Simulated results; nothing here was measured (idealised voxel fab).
This is a process module. Its name is voxel fin reveal.
Section cut is 275 nm wide and gridded with 5 nm square cells.
Notation: cross-section as square-cell grid; stated in bands, top first, going down; one or more cell rows per band. Heights first: top, then bottom, in nm. Then materials, left to right, each with a width in nm. "full width" on a single material: fills the band edge to edge. "empty": empty space. Measure heights from 0. That's the level where, below it, the as-received wafer is all one material. The lowest band is bottomless and extends downward; write it as in "0 -> down". You'd read "30->40" like this: the band's top row of cells is as wide as the first number, its bottom row is as wide as the second, and going down, every row changes width by the same amount as the row before did. Where a step carries "nothing altered", the cross-section came out of it unchanged, cell for cell. The entry titled "Fully sealed voids" provides the empty spaces that have no open way to the top, restricted to those of 8 cells or more. Each is presented as width x height at distance, the distance being measured from the left edge, with all three in nm. On each step's line, the part that comes after the settings is the simulator's own comment on the step. If you see "overlay nm" on a step's line and that step has a mask, it's telling you how far right of where it was planned the mask ended up; a negative number means it went left instead.
The steps planned for the process are as follows
- 1: RECEIVE, material Si
- 2: CONFORMAL_DEP, material SiN, thk nm 10
- 3: PATTERN, tone cover, mask id FINS, material resist, width nm 15, pitch nm 35, thk nm 20, overlay nm 0
- 4: DIRECTIONAL_ETCH, etch materials SiN, depth nm 10
- 5: DIRECTIONAL_ETCH, etch materials Si, depth nm 40
- 6: STRIP, etch materials resist
- 7: OXIDIZE, depth nm 5
- 8: FILL_DEP, material SiO2, thk nm 15
- 9: CMP, height nm 10
- 10: SELECTIVE_ETCH, etch materials SiO2, depth nm 25
- 11: STRIP, etch materials SiN
- 12: CONFORMAL_DEP, material HfO2, thk nm 5
First out of two wafers; run went to plan
As received (post step 1): cross-section
* 0 -> down: Si full width
* Fully sealed voids: none
After step 2
* 10 -> 0: SiN full width
* Below 0, no change.
After step 3
* 30 -> 10: empty: 110, then resist: 15, then empty: 20, then resist: 15, then empty: 115
* Below 10, no change.
After step 4
* 30 -> 10: empty: 110, then resist: 15, then empty: 20, then resist: 15, then empty: 115
* 10 -> 0: empty: 110, then SiN: 15, then empty: 20, then SiN: 15, then empty: 115
* Below 0, no change.
After step 5
* 30 -> 10: empty: 110, then resist: 15, then empty: 20, then resist: 15, then empty: 115
* 10 -> 0: empty: 110, then SiN: 15, then empty: 20, then SiN: 15, then empty: 115
* 0 -> -40: empty: 110, then Si: 15, then empty: 20, then Si: 15, then empty: 115
* Below -40, no change.
After step 6
* 10 -> 0: empty: 110, then SiN: 15, then empty: 20, then SiN: 15, then empty: 115
* Below 0, no change.
After step 7
* 10 -> 0: empty: 110, then SiN: 15, then empty: 20, then SiN: 15, then empty: 115
* 0 -> -40: empty: 110, then SiO2: 5, then Si: 5, then SiO2: 5, then empty: 20, then SiO2: 5, then Si: 5, then SiO2: 5, then empty: 115
* -40 -> -45: SiO2: 115, then Si: 5, then SiO2: 30, then Si: 5, then SiO2: 120
* Below -45, no change.
After step 8
* 25 -> 10: SiO2 full width
* 10 -> 0: SiO2: 110, then SiN: 15, then SiO2: 20, then SiN: 15, then SiO2: 115
* 0 -> -45: SiO2: 115, then Si: 5, then SiO2: 30, then Si: 5, then SiO2: 120
* Below -45, no change.
After step 9
* 10 -> 0: SiO2: 110, then SiN: 15, then SiO2: 20, then SiN: 15, then SiO2: 115
* Below 0, no change.
After step 10
* 10 -> 0: empty: 110, then SiN: 15, then empty: 20, then SiN: 15, then empty: 115
* 0 -> -15: empty: 115, then Si: 5, then empty: 30, then Si: 5, then empty: 120
* Below -15, no change.
After step 11
* 0 -> -15: empty: 115, then Si: 5, then empty: 30, then Si: 5, then empty: 120
* Below -15, no change.
After step 12
* 5 -> 0: empty: 110, then HfO2: 15, then empty: 20, then HfO2: 15, then empty: 115
* 0 -> -10: empty: 110, then HfO2: 5, then Si: 5, then HfO2: 5, then empty: 20, then HfO2: 5, then Si: 5, then HfO2: 5, then empty: 115
* -10 -> -15: HfO2: 115, then Si: 5, then HfO2: 30, then Si: 5, then HfO2: 120
* Below -15, no change.
Regarding the second of the two wafers: it shared the first wafer's starting condition and process plan, yet one error occurred during its execution. Its history coincides with that of the first wafer up to and including step 1
Cross-section of the second wafer at the time step 2 of the plan should have ended
* 10 -> 0: HfO2 full width
* Below 0, no change.
Cross-section of the second wafer at the time step 3 of the plan should have ended
* 30 -> 10: empty: 110, then resist: 15, then empty: 20, then resist: 15, then empty: 115
* Below 10, no change.
Cross-section of the second wafer at the time step 4 of the plan should have ended: nothing altered
Cross-section of the second wafer at the time step 5 of the plan should have ended: nothing altered
Cross-section of the second wafer at the time step 6 of the plan should have ended
* 10 -> 0: HfO2 full width
* Below 0, no change.
Cross-section of the second wafer at the time step 7 of the plan should have ended: nothing altered
Cross-section of the second wafer at the time step 8 of the plan should have ended
* 25 -> 10: SiO2 full width
* Below 10, no change.
Cross-section of the second wafer at the time step 9 of the plan should have ended
* 10 -> 0: HfO2 full width
* Below 0, no change.
Cross-section of the second wafer at the time step 10 of the plan should have ended: nothing altered
Cross-section of the second wafer at the time step 11 of the plan should have ended: nothing altered
Cross-section of the second wafer at the time step 12 of the plan should have ended
* 15 -> 0: HfO2 full width
* Below 0, no change.
Deviation noted in wafer processing: step 2 was processed under conditions differing from the plan, specifically as CONFORMAL_DEP, material HfO2, thk nm 10
Count the cells at the end and the second wafer has more or fewer of some materials than the first: HfO2: 98 more; Si: 477 more; SiO2: 318 fewer
